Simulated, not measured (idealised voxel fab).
process module | voxel gate over fins
cross-section cut | 235 nm wide | cells 5 nm
A cross-section is a grid of square cells, given in bands from the top down. A band is one or more rows of cells.
Each band's line starts with the height of the band's top and of its bottom, in nm. Then come its materials from left to right, each with its width in nm. One material with "throughout" fills the band from edge to edge. "air" is empty space.
Height 0 is the level under which the wafer as received is all one material. The lowest band goes on downwards, as in "0 down".
A width such as "30 to 40" changes by the same amount from each row of cells to the next, from the band's top row to its bottom row.
"no change" after a step means that no cell of the cross-section changed.
closed voids: empty space of 8 cells or more with no open way to the top, each as width x height at its distance from the left edge, in nm
after a step's settings: what the simulator itself notes on the step
overlay nm, on a step with a mask: how far to the right of its planned place the mask lay; to the left if negative
plan
1 op RECEIVE | material Si
2 op CONFORMAL_DEP | material SiN | thk nm 10
3 op DIRECTIONAL_DEP | material aC | thk nm 15
4 op PATTERN | tone cover | mask id FINS | material resist | width nm 15 | pitch nm 40 | thk nm 35 | overlay nm 0
5 op DIRECTIONAL_ETCH | etch materials aC | depth nm 15
6 op STRIP | etch materials resist
7 op DIRECTIONAL_ETCH | etch materials SiN | depth nm 10
8 op DIRECTIONAL_ETCH | etch materials Si | depth nm 40
9 op STRIP | etch materials aC
10 op FILL_DEP | material SiO2 | thk nm 5
11 op CMP | height nm 10
12 op SELECTIVE_ETCH | etch materials SiO2 | depth nm 25
13 op STRIP | etch materials SiN
14 op CONFORMAL_DEP | material HfO2 | thk nm 5
15 op CONFORMAL_DEP | material TiN | thk nm 5
16 op CONFORMAL_DEP | material TiAl | thk nm 5
17 op CONFORMAL_DEP | material TiN | thk nm 5
18 op FILL_DEP | material W | thk nm 10
19 op CMP | height nm 25
20 op CONFORMAL_DEP | material SiN | thk nm 10
first wafer, as planned
as received, after step 1
  0 down: Si throughout
  closed voids: none
after step 2
  10 to 0: SiN throughout
  below 0: unchanged
after step 3
  25 to 10: aC throughout
  below 10: unchanged
after step 4
  60 to 25: air 90 | resist 15 | air 25 | resist 15 | air 90
  below 25: unchanged
after step 5
  45 to 25: air 90 | resist 15 | air 25 | resist 15 | air 90
  25 to 10: air 90 | aC 15 | air 25 | aC 15 | air 90
  below 10: unchanged
after step 6
  25 to 10: air 90 | aC 15 | air 25 | aC 15 | air 90
  below 10: unchanged
after step 7
  25 to 10: air 90 | aC 15 | air 25 | aC 15 | air 90
  10 to 0: air 90 | SiN 15 | air 25 | SiN 15 | air 90
  below 0: unchanged
after step 8
  25 to 10: air 90 | aC 15 | air 25 | aC 15 | air 90
  10 to 0: air 90 | SiN 15 | air 25 | SiN 15 | air 90
  0 to -40: air 90 | Si 15 | air 25 | Si 15 | air 90
  below -40: unchanged
after step 9
  10 to 0: air 90 | SiN 15 | air 25 | SiN 15 | air 90
  below 0: unchanged
after step 10
  15 to 10: SiO2 throughout
  10 to 0: SiO2 90 | SiN 15 | SiO2 25 | SiN 15 | SiO2 90
  0 to -40: SiO2 90 | Si 15 | SiO2 25 | Si 15 | SiO2 90
  below -40: unchanged
after step 11
  10 to 0: SiO2 90 | SiN 15 | SiO2 25 | SiN 15 | SiO2 90
  below 0: unchanged
after step 12
  10 to 0: air 90 | SiN 15 | air 25 | SiN 15 | air 90
  0 to -15: air 90 | Si 15 | air 25 | Si 15 | air 90
  below -15: unchanged
after step 13
  0 to -15: air 90 | Si 15 | air 25 | Si 15 | air 90
  below -15: unchanged
after step 14
  5 to 0: air 85 | HfO2 25 | air 15 | HfO2 25 | air 85
  0 to -10: air 85 | HfO2 5 | Si 15 | HfO2 5 | air 15 | HfO2 5 | Si 15 | HfO2 5 | air 85
  -10 to -15: HfO2 90 | Si 15 | HfO2 25 | Si 15 | HfO2 90
  below -15: unchanged
after step 15
  10 to 5: air 80 | TiN 35 | air 5 | TiN 35 | air 80
  5 to 0: air 80 | TiN 5 | HfO2 25 | TiN 5 | air 5 | TiN 5 | HfO2 25 | TiN 5 | air 80
  0 to -5: air 80 | TiN 5 | HfO2 5 | Si 15 | HfO2 5 | TiN 5 | air 5 | TiN 5 | HfO2 5 | Si 15 | HfO2 5 | TiN 5 | air 80
  -5 to -10: TiN 85 | HfO2 5 | Si 15 | HfO2 5 | TiN 15 | HfO2 5 | Si 15 | HfO2 5 | TiN 85
  below -10: unchanged
after step 16
  15 to 10: air 75 | TiAl 85 | air 75
  10 to 5: air 75 | TiAl 5 | TiN 35 | TiAl 5 | TiN 35 | TiAl 5 | air 75
  5 to 0: air 75 | TiAl 5 | TiN 5 | HfO2 25 | TiN 5 | TiAl 5 | TiN 5 | HfO2 25 | TiN 5 | TiAl 5 | air 75
  0 to -5: TiAl 80 | TiN 5 | HfO2 5 | Si 15 | HfO2 5 | TiN 5 | TiAl 5 | TiN 5 | HfO2 5 | Si 15 | HfO2 5 | TiN 5 | TiAl 80
  below -5: unchanged
after step 17
  20 to 15: air 70 | TiN 95 | air 70
  15 to 10: air 70 | TiN 5 | TiAl 85 | TiN 5 | air 70
  10 to 5: air 70 | TiN 5 | TiAl 5 | TiN 35 | TiAl 5 | TiN 35 | TiAl 5 | TiN 5 | air 70
  5 to 0: TiN 75 | TiAl 5 | TiN 5 | HfO2 25 | TiN 5 | TiAl 5 | TiN 5 | HfO2 25 | TiN 5 | TiAl 5 | TiN 75
  below 0: unchanged
after step 18
  30 to 20: W throughout
  20 to 15: W 70 | TiN 95 | W 70
  15 to 10: W 70 | TiN 5 | TiAl 85 | TiN 5 | W 70
  10 to 5: W 70 | TiN 5 | TiAl 5 | TiN 35 | TiAl 5 | TiN 35 | TiAl 5 | TiN 5 | W 70
  below 5: unchanged
after step 19
  25 to 20: W throughout
  below 20: unchanged
after step 20
  35 to 25: SiN throughout
  below 25: unchanged
second wafer: like start, like plan, one mistake. Through step 3 it matches the first wafer
when step 4 should have ended
  60 to 25: resist 90 | air 15 | resist 25 | air 15 | resist 90
  below 25: unchanged
when step 5 should have ended
  45 to 25: resist 90 | air 15 | resist 25 | air 15 | resist 90
  25 to 10: aC 90 | air 15 | aC 25 | air 15 | aC 90
  below 10: unchanged
when step 6 should have ended
  25 to 10: aC 90 | air 15 | aC 25 | air 15 | aC 90
  below 10: unchanged
when step 7 should have ended
  25 to 10: aC 90 | air 15 | aC 25 | air 15 | aC 90
  10 to 0: SiN 90 | air 15 | SiN 25 | air 15 | SiN 90
  below 0: unchanged
when step 8 should have ended
  25 to 10: aC 90 | air 15 | aC 25 | air 15 | aC 90
  10 to 0: SiN 90 | air 15 | SiN 25 | air 15 | SiN 90
  0 to -40: Si 90 | air 15 | Si 25 | air 15 | Si 90
  below -40: unchanged
when step 9 should have ended
  10 to 0: SiN 90 | air 15 | SiN 25 | air 15 | SiN 90
  below 0: unchanged
when step 10 should have ended
  15 to 10: SiO2 throughout
  10 to 0: SiN 90 | SiO2 15 | SiN 25 | SiO2 15 | SiN 90
  0 to -40: Si 90 | SiO2 15 | Si 25 | SiO2 15 | Si 90
  below -40: unchanged
when step 11 should have ended
  10 to 0: SiN 90 | SiO2 15 | SiN 25 | SiO2 15 | SiN 90
  below 0: unchanged
when step 12 should have ended
  10 to 0: SiN 90 | air 15 | SiN 25 | air 15 | SiN 90
  0 to -15: Si 90 | air 15 | Si 25 | air 15 | Si 90
  below -15: unchanged
when step 13 should have ended
  0 to -15: Si 90 | air 15 | Si 25 | air 15 | Si 90
  below -15: unchanged
when step 14 should have ended
  5 to 0: HfO2 95 | air 5 | HfO2 35 | air 5 | HfO2 95
  0 to -10: Si 90 | HfO2 5 | air 5 | HfO2 5 | Si 25 | HfO2 5 | air 5 | HfO2 5 | Si 90
  -10 to -15: Si 90 | HfO2 15 | Si 25 | HfO2 15 | Si 90
  below -15: unchanged
when step 15 should have ended
  10 to 5: TiN throughout
  5 to 0: HfO2 95 | TiN 5 | HfO2 35 | TiN 5 | HfO2 95
  0 to -10: Si 90 | HfO2 5 | TiN 5 | HfO2 5 | Si 25 | HfO2 5 | TiN 5 | HfO2 5 | Si 90
  below -10: unchanged
when step 16 should have ended
  15 to 10: TiAl throughout
  below 10: unchanged
when step 17 should have ended
  20 to 15: TiN throughout
  below 15: unchanged
when step 18 should have ended
  30 to 20: W throughout
  below 20: unchanged
when step 19 should have ended
  25 to 20: W throughout
  below 20: unchanged
when step 20 should have ended
  35 to 25: SiN throughout
  below 25: unchanged
what went wrong: step 4 ran as: op PATTERN | tone open | mask id FINS | material resist | width nm 15 | pitch nm 40 | thk nm 35 | overlay nm 0
at the end the second wafer has, in cells: 280 more of Si | 175 fewer of SiO2 | 9 fewer of TiAl | 12 fewer of TiN | 84 fewer of W
